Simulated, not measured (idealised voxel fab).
Module name: voxel wiring stack (process module)
Xsec cut, 205 nm wide, square cell size 5 nm.
In this document a cross-section is written as a grid of square cells. It is given as a series of bands, listed from the top down, and a band is one or more rows of cells. Band: top and bottom heights (nm) first, top before bottom; then materials from left to right, widths in nm. "all across" marks a sole material filling the band edge to edge. "blank" denotes empty space. Note: height 0 marks the level under which the wafer is uniformly one material as received. Lowest band unbounded below, written "z 0 and below". It should be noted that a width expressed as "30..40" varies in equal increments from row to row of cells within the band, taking the value of the first number at the top row and that of the second number at the bottom row. "changes: none" (step): cross-section cells unchanged, all of them. Voids not open to the top, 8 cells minimum: see "Completely sealed voids". Written width x height at distance; distance is from the left edge; nm. Past the settings on a step's line: simulator remark, on that step. The optional step-line setting "overlay nm" applies to steps with a mask and quantifies how far to the right of its planned location the mask lay, a negative value indicating leftward placement.
Below is the list of planned process steps
1 RECEIVE [material Si]
2 CONFORMAL_DEP [material SiO2] [thk nm 15]
3 DIRECTIONAL_DEP [material TiN] [thk nm 5]
4 DIRECTIONAL_DEP [material W] [thk nm 15]
5 MASKED_ETCH [tone cover] [mask id METAL_1] [width nm 30] [pitch nm 60] [etch materials W] [depth nm 15] [overlay nm 0]
6 MASKED_ETCH [tone cover] [mask id METAL_1] [width nm 30] [pitch nm 60] [etch materials TiN] [depth nm 5] [overlay nm 0]
7 CONFORMAL_DEP [material SiN] [thk nm 5]
8 FILL_DEP [material lowk] [thk nm 10]
9 CMP [height nm 35]
10 CONFORMAL_DEP [material SiCN] [thk nm 5]
11 DIRECTIONAL_DEP [material SiO2] [thk nm 20]
12 DIRECTIONAL_DEP [material aC] [thk nm 10]
13 PATTERN [tone open] [mask id PLUG_1] [material resist] [width nm 15] [pitch nm 60] [thk nm 25] [overlay nm 0]
14 DIRECTIONAL_ETCH [etch materials aC] [depth nm 10]
15 STRIP [etch materials resist]
16 DIRECTIONAL_ETCH [etch materials SiO2] [depth nm 20]
17 DIRECTIONAL_ETCH [etch materials SiCN] [depth nm 5]
18 STRIP [etch materials aC]
19 EPI [material Ru] [thk nm 10]
20 EPI [material Ru] [thk nm 10]
21 EPI [material Ru] [thk nm 5]
22 DIRECTIONAL_DEP [material TiN] [thk nm 5]
23 DIRECTIONAL_DEP [material Ru] [thk nm 15]
24 PATTERN [tone cover] [mask id METAL_2] [material resist] [width nm 30] [pitch nm 60] [thk nm 20] [overlay nm 0]
25 DIRECTIONAL_ETCH [etch materials Ru] [depth nm 15]
26 DIRECTIONAL_ETCH [etch materials TiN] [depth nm 5]
27 STRIP [etch materials resist]
28 CONFORMAL_DEP [material SiCN] [thk nm 5]
29 FILL_DEP [material lowk] [thk nm 5]
30 CMP [height nm 80]
31 CONFORMAL_DEP [material SiCN] [thk nm 5]
So, the first of our two wafers, run just as we planned it
Cross-section of the incoming wafer, state after step 1
    z 0 and below: Si all across
    Completely sealed voids: none
So this is the wafer cross-section right after step 2
    z 15 to 0: SiO2 all across
    Anything lower than 0 is untouched.
So this is the wafer cross-section right after step 3
    z 20 to 15: TiN all across
    Anything lower than 15 is untouched.
So this is the wafer cross-section right after step 4
    z 35 to 20: W all across
    Anything lower than 20 is untouched.
So this is the wafer cross-section right after step 5
    z 35 to 20: 25 of blank / 30 of W / 30 of blank / 30 of W / 30 of blank / 30 of W / 30 of blank
    Anything lower than 20 is untouched.
So this is the wafer cross-section right after step 6
    z 35 to 20: 25 of blank / 30 of W / 30 of blank / 30 of W / 30 of blank / 30 of W / 30 of blank
    z 20 to 15: 25 of blank / 30 of TiN / 30 of blank / 30 of TiN / 30 of blank / 30 of TiN / 30 of blank
    Anything lower than 15 is untouched.
So this is the wafer cross-section right after step 7
    z 40 to 35: 20 of blank / 40 of SiN / 20 of blank / 40 of SiN / 20 of blank / 40 of SiN / 25 of blank
    z 35 to 20: 20 of blank / 5 of SiN / 30 of W / 5 of SiN / 20 of blank / 5 of SiN / 30 of W / 5 of SiN / 20 of blank / 5 of SiN / 30 of W / 5 of SiN / 25 of blank
    z 20 to 15: 25 of SiN / 30 of TiN / 30 of SiN / 30 of TiN / 30 of SiN / 30 of TiN / 30 of SiN
    Anything lower than 15 is untouched.
So this is the wafer cross-section right after step 8
    z 50 to 40: lowk all across
    z 40 to 35: 20 of lowk / 40 of SiN / 20 of lowk / 40 of SiN / 20 of lowk / 40 of SiN / 25 of lowk
    z 35 to 20: 20 of lowk / 5 of SiN / 30 of W / 5 of SiN / 20 of lowk / 5 of SiN / 30 of W / 5 of SiN / 20 of lowk / 5 of SiN / 30 of W / 5 of SiN / 25 of lowk
    Anything lower than 20 is untouched.
So this is the wafer cross-section right after step 9
    z 35 to 20: 20 of lowk / 5 of SiN / 30 of W / 5 of SiN / 20 of lowk / 5 of SiN / 30 of W / 5 of SiN / 20 of lowk / 5 of SiN / 30 of W / 5 of SiN / 25 of lowk
    Anything lower than 20 is untouched.
So this is the wafer cross-section right after step 10
    z 40 to 35: SiCN all across
    Anything lower than 35 is untouched.
So this is the wafer cross-section right after step 11
    z 60 to 40: SiO2 all across
    Anything lower than 40 is untouched.
So this is the wafer cross-section right after step 12
    z 70 to 60: aC all across
    Anything lower than 60 is untouched.
So this is the wafer cross-section right after step 13
    z 95 to 70: 25 of resist / 15 of blank / 45 of resist / 15 of blank / 45 of resist / 15 of blank / 45 of resist
    Anything lower than 70 is untouched.
So this is the wafer cross-section right after step 14
    z 85 to 70: 25 of resist / 15 of blank / 45 of resist / 15 of blank / 45 of resist / 15 of blank / 45 of resist
    z 70 to 60: 25 of aC / 15 of blank / 45 of aC / 15 of blank / 45 of aC / 15 of blank / 45 of aC
    Anything lower than 60 is untouched.
So this is the wafer cross-section right after step 15
    z 70 to 60: 25 of aC / 15 of blank / 45 of aC / 15 of blank / 45 of aC / 15 of blank / 45 of aC
    Anything lower than 60 is untouched.
So this is the wafer cross-section right after step 16
    z 70 to 60: 25 of aC / 15 of blank / 45 of aC / 15 of blank / 45 of aC / 15 of blank / 45 of aC
    z 60 to 40: 25 of SiO2 / 15 of blank / 45 of SiO2 / 15 of blank / 45 of SiO2 / 15 of blank / 45 of SiO2
    Anything lower than 40 is untouched.
So this is the wafer cross-section right after step 17
    z 70 to 60: 25 of aC / 15 of blank / 45 of aC / 15 of blank / 45 of aC / 15 of blank / 45 of aC
    z 60 to 40: 25 of SiO2 / 15 of blank / 45 of SiO2 / 15 of blank / 45 of SiO2 / 15 of blank / 45 of SiO2
    z 40 to 35: 25 of SiCN / 15 of blank / 45 of SiCN / 15 of blank / 45 of SiCN / 15 of blank / 45 of SiCN
    Anything lower than 35 is untouched.
So this is the wafer cross-section right after step 18
    z 60 to 40: 25 of SiO2 / 15 of blank / 45 of SiO2 / 15 of blank / 45 of SiO2 / 15 of blank / 45 of SiO2
    Anything lower than 40 is untouched.
So this is the wafer cross-section right after step 19
    z 60 to 45: 25 of SiO2 / 15 of blank / 45 of SiO2 / 15 of blank / 45 of SiO2 / 15 of blank / 45 of SiO2
    z 45 to 40: 25 of SiO2 / 15 of Ru / 45 of SiO2 / 15 of Ru / 45 of SiO2 / 15 of Ru / 45 of SiO2
    z 40 to 35: 25 of SiCN / 15 of Ru / 45 of SiCN / 15 of Ru / 45 of SiCN / 15 of Ru / 45 of SiCN
    Anything lower than 35 is untouched.
So this is the wafer cross-section right after step 20
    z 60 to 55: 25 of SiO2 / 15 of blank / 45 of SiO2 / 15 of blank / 45 of SiO2 / 15 of blank / 45 of SiO2
    z 55 to 40: 25 of SiO2 / 15 of Ru / 45 of SiO2 / 15 of Ru / 45 of SiO2 / 15 of Ru / 45 of SiO2
    Anything lower than 40 is untouched.
So this is the wafer cross-section right after step 21
    z 60 to 40: 25 of SiO2 / 15 of Ru / 45 of SiO2 / 15 of Ru / 45 of SiO2 / 15 of Ru / 45 of SiO2
    Anything lower than 40 is untouched.
So this is the wafer cross-section right after step 22
    z 65 to 60: TiN all across
    Anything lower than 60 is untouched.
So this is the wafer cross-section right after step 23
    z 80 to 65: Ru all across
    Anything lower than 65 is untouched.
So this is the wafer cross-section right after step 24
    z 100 to 80: 25 of blank / 30 of resist / 30 of blank / 30 of resist / 30 of blank / 30 of resist / 30 of blank
    Anything lower than 80 is untouched.
So this is the wafer cross-section right after step 25
    z 100 to 80: 25 of blank / 30 of resist / 30 of blank / 30 of resist / 30 of blank / 30 of resist / 30 of blank
    z 80 to 65: 25 of blank / 30 of Ru / 30 of blank / 30 of Ru / 30 of blank / 30 of Ru / 30 of blank
    Anything lower than 65 is untouched.
So this is the wafer cross-section right after step 26
    z 100 to 80: 25 of blank / 30 of resist / 30 of blank / 30 of resist / 30 of blank / 30 of resist / 30 of blank
    z 80 to 65: 25 of blank / 30 of Ru / 30 of blank / 30 of Ru / 30 of blank / 30 of Ru / 30 of blank
    z 65 to 60: 25 of blank / 30 of TiN / 30 of blank / 30 of TiN / 30 of blank / 30 of TiN / 30 of blank
    Anything lower than 60 is untouched.
So this is the wafer cross-section right after step 27
    z 80 to 65: 25 of blank / 30 of Ru / 30 of blank / 30 of Ru / 30 of blank / 30 of Ru / 30 of blank
    Anything lower than 65 is untouched.
So this is the wafer cross-section right after step 28
    z 85 to 80: 20 of blank / 40 of SiCN / 20 of blank / 40 of SiCN / 20 of blank / 40 of SiCN / 25 of blank
    z 80 to 65: 20 of blank / 5 of SiCN / 30 of Ru / 5 of SiCN / 20 of blank / 5 of SiCN / 30 of Ru / 5 of SiCN / 20 of blank / 5 of SiCN / 30 of Ru / 5 of SiCN / 25 of blank
    z 65 to 60: 25 of SiCN / 30 of TiN / 30 of SiCN / 30 of TiN / 30 of SiCN / 30 of TiN / 30 of SiCN
    Anything lower than 60 is untouched.
So this is the wafer cross-section right after step 29
    z 90 to 85: lowk all across
    z 85 to 80: 20 of lowk / 40 of SiCN / 20 of lowk / 40 of SiCN / 20 of lowk / 40 of SiCN / 25 of lowk
    z 80 to 65: 20 of lowk / 5 of SiCN / 30 of Ru / 5 of SiCN / 20 of lowk / 5 of SiCN / 30 of Ru / 5 of SiCN / 20 of lowk / 5 of SiCN / 30 of Ru / 5 of SiCN / 25 of lowk
    Anything lower than 65 is untouched.
So this is the wafer cross-section right after step 30
    z 80 to 65: 20 of lowk / 5 of SiCN / 30 of Ru / 5 of SiCN / 20 of lowk / 5 of SiCN / 30 of Ru / 5 of SiCN / 20 of lowk / 5 of SiCN / 30 of Ru / 5 of SiCN / 25 of lowk
    Anything lower than 65 is untouched.
So this is the wafer cross-section right after step 31
    z 85 to 80: SiCN all across
    Anything lower than 80 is untouched.
Wafer two. Same start, same plan, one slip in execution. Same as wafer one through step 18, inclusive
Second wafer, cross-section, planned end of step 20
    z 65 to 60: 20 of blank / 25 of Ru / 35 of blank / 25 of Ru / 35 of blank / 25 of Ru / 40 of blank
    z 60 to 40: 25 of SiO2 / 15 of Ru / 45 of SiO2 / 15 of Ru / 45 of SiO2 / 15 of Ru / 45 of SiO2
    z 40 to 35: 25 of SiCN / 15 of Ru / 45 of SiCN / 15 of Ru / 45 of SiCN / 15 of Ru / 45 of SiCN
    Anything lower than 35 is untouched.
Second wafer, cross-section, planned end of step 21
    z 70 to 60: 15 of blank / 35 of Ru / 25 of blank / 35 of Ru / 25 of blank / 35 of Ru / 35 of blank
    Anything lower than 60 is untouched.
Second wafer, cross-section, planned end of step 22
    z 75 to 70: 15 of blank / 35 of TiN / 25 of blank / 35 of TiN / 25 of blank / 35 of TiN / 35 of blank
    z 70 to 65: 15 of blank / 35 of Ru / 25 of blank / 35 of Ru / 25 of blank / 35 of Ru / 35 of blank
    z 65 to 60: 15 of TiN / 35 of Ru / 25 of TiN / 35 of Ru / 25 of TiN / 35 of Ru / 35 of TiN
    Anything lower than 60 is untouched.
Second wafer, cross-section, planned end of step 23
    z 90 to 80: 15 of blank / 35 of Ru / 25 of blank / 35 of Ru / 25 of blank / 35 of Ru / 35 of blank
    z 80 to 75: Ru all across
    z 75 to 70: 15 of Ru / 35 of TiN / 25 of Ru / 35 of TiN / 25 of Ru / 35 of TiN / 35 of Ru
    z 70 to 65: Ru all across
    Anything lower than 65 is untouched.
Second wafer, cross-section, planned end of step 24
    z 110 to 90: 25 of blank / 30 of resist / 30 of blank / 30 of resist / 30 of blank / 30 of resist / 30 of blank
    z 90 to 80: 15 of blank / 35 of Ru / 5 of resist / 20 of blank / 35 of Ru / 5 of resist / 20 of blank / 35 of Ru / 5 of resist / 30 of blank
    Anything lower than 80 is untouched.
Second wafer, cross-section, planned end of step 25
    z 110 to 90: 25 of blank / 30 of resist / 30 of blank / 30 of resist / 30 of blank / 30 of resist / 30 of blank
    z 90 to 80: 25 of blank / 25 of Ru / 5 of resist / 30 of blank / 25 of Ru / 5 of resist / 30 of blank / 25 of Ru / 5 of resist / 30 of blank
    z 80 to 75: 25 of blank / 30 of Ru / 30 of blank / 30 of Ru / 30 of blank / 30 of Ru / 30 of blank
    z 75 to 70: 15 of blank / 35 of TiN / 5 of Ru / 20 of blank / 35 of TiN / 5 of Ru / 20 of blank / 35 of TiN / 5 of Ru / 30 of blank
    z 70 to 65: 15 of blank / 40 of Ru / 20 of blank / 40 of Ru / 20 of blank / 40 of Ru / 30 of blank
    Anything lower than 65 is untouched.
Second wafer, cross-section, planned end of step 26
    z 110 to 90: 25 of blank / 30 of resist / 30 of blank / 30 of resist / 30 of blank / 30 of resist / 30 of blank
    z 90 to 80: 25 of blank / 25 of Ru / 5 of resist / 30 of blank / 25 of Ru / 5 of resist / 30 of blank / 25 of Ru / 5 of resist / 30 of blank
    z 80 to 75: 25 of blank / 30 of Ru / 30 of blank / 30 of Ru / 30 of blank / 30 of Ru / 30 of blank
    z 75 to 70: 25 of blank / 25 of TiN / 5 of Ru / 30 of blank / 25 of TiN / 5 of Ru / 30 of blank / 25 of TiN / 5 of Ru / 30 of blank
    z 70 to 65: 15 of blank / 40 of Ru / 20 of blank / 40 of Ru / 20 of blank / 40 of Ru / 30 of blank
    z 65 to 60: 15 of blank / 35 of Ru / 5 of TiN / 20 of blank / 35 of Ru / 5 of TiN / 20 of blank / 35 of Ru / 5 of TiN / 30 of blank
    Anything lower than 60 is untouched.
Second wafer, cross-section, planned end of step 27
    z 90 to 80: 25 of blank / 25 of Ru / 35 of blank / 25 of Ru / 35 of blank / 25 of Ru / 35 of blank
    Anything lower than 80 is untouched.
Second wafer, cross-section, planned end of step 28
    z 95 to 90: 20 of blank / 35 of SiCN / 25 of blank / 35 of SiCN / 25 of blank / 35 of SiCN / 30 of blank
    z 90 to 80: 20 of blank / 5 of SiCN / 25 of Ru / 5..10 of SiCN / 25..20 of blank / 5 of SiCN / 25 of Ru / 5..10 of SiCN / 25..20 of blank / 5 of SiCN / 25 of Ru / 5..10 of SiCN / 30..25 of blank
    z 80 to 75: 20 of blank / 5 of SiCN / 30 of Ru / 5 of SiCN / 20 of blank / 5 of SiCN / 30 of Ru / 5 of SiCN / 20 of blank / 5 of SiCN / 30 of Ru / 5 of SiCN / 25 of blank
    z 75 to 70: 10 of blank / 15 of SiCN / 25 of TiN / 5 of Ru / 5 of SiCN / 10 of blank / 15 of SiCN / 25 of TiN / 5 of Ru / 5 of SiCN / 10 of blank / 15 of SiCN / 25 of TiN / 5 of Ru / 5 of SiCN / 25 of blank
    z 70 to 65: 10 of blank / 5 of SiCN / 40 of Ru / 5 of SiCN / 10 of blank / 5 of SiCN / 40 of Ru / 5 of SiCN / 10 of blank / 5 of SiCN / 40 of Ru / 5 of SiCN / 25 of blank
    z 65 to 60: 15 of SiCN / 35 of Ru / 5 of TiN / 20 of SiCN / 35 of Ru / 5 of TiN / 20 of SiCN / 35 of Ru / 5 of TiN / 30 of SiCN
    Anything lower than 60 is untouched.
Second wafer, cross-section, planned end of step 29
    z 100 to 95: lowk all across
    z 95 to 90: 20 of lowk / 35 of SiCN / 25 of lowk / 35 of SiCN / 25 of lowk / 35 of SiCN / 30 of lowk
    z 90 to 80: 20 of lowk / 5 of SiCN / 25 of Ru / 5..10 of SiCN / 25..20 of lowk / 5 of SiCN / 25 of Ru / 5..10 of SiCN / 25..20 of lowk / 5 of SiCN / 25 of Ru / 5..10 of SiCN / 30..25 of lowk
    z 80 to 75: 20 of lowk / 5 of SiCN / 30 of Ru / 5 of SiCN / 20 of lowk / 5 of SiCN / 30 of Ru / 5 of SiCN / 20 of lowk / 5 of SiCN / 30 of Ru / 5 of SiCN / 25 of lowk
    z 75 to 70: 10 of lowk / 15 of SiCN / 25 of TiN / 5 of Ru / 5 of SiCN / 10 of lowk / 15 of SiCN / 25 of TiN / 5 of Ru / 5 of SiCN / 10 of lowk / 15 of SiCN / 25 of TiN / 5 of Ru / 5 of SiCN / 25 of lowk
    z 70 to 65: 10 of lowk / 5 of SiCN / 40 of Ru / 5 of SiCN / 10 of lowk / 5 of SiCN / 40 of Ru / 5 of SiCN / 10 of lowk / 5 of SiCN / 40 of Ru / 5 of SiCN / 25 of lowk
    Anything lower than 65 is untouched.
Second wafer, cross-section, planned end of step 30
    z 80 to 75: 20 of lowk / 5 of SiCN / 30 of Ru / 5 of SiCN / 20 of lowk / 5 of SiCN / 30 of Ru / 5 of SiCN / 20 of lowk / 5 of SiCN / 30 of Ru / 5 of SiCN / 25 of lowk
    Anything lower than 75 is untouched.
Second wafer, cross-section, planned end of step 31
    z 85 to 80: SiCN all across
    Anything lower than 80 is untouched.
So what did we get wrong on this run? it cannot be told which of the identical steps 19 and 20 was the one run twice
The second wafer ends with more or fewer cells of some materials than the first, per final count: Ru: 12 more | lowk: 12 fewer
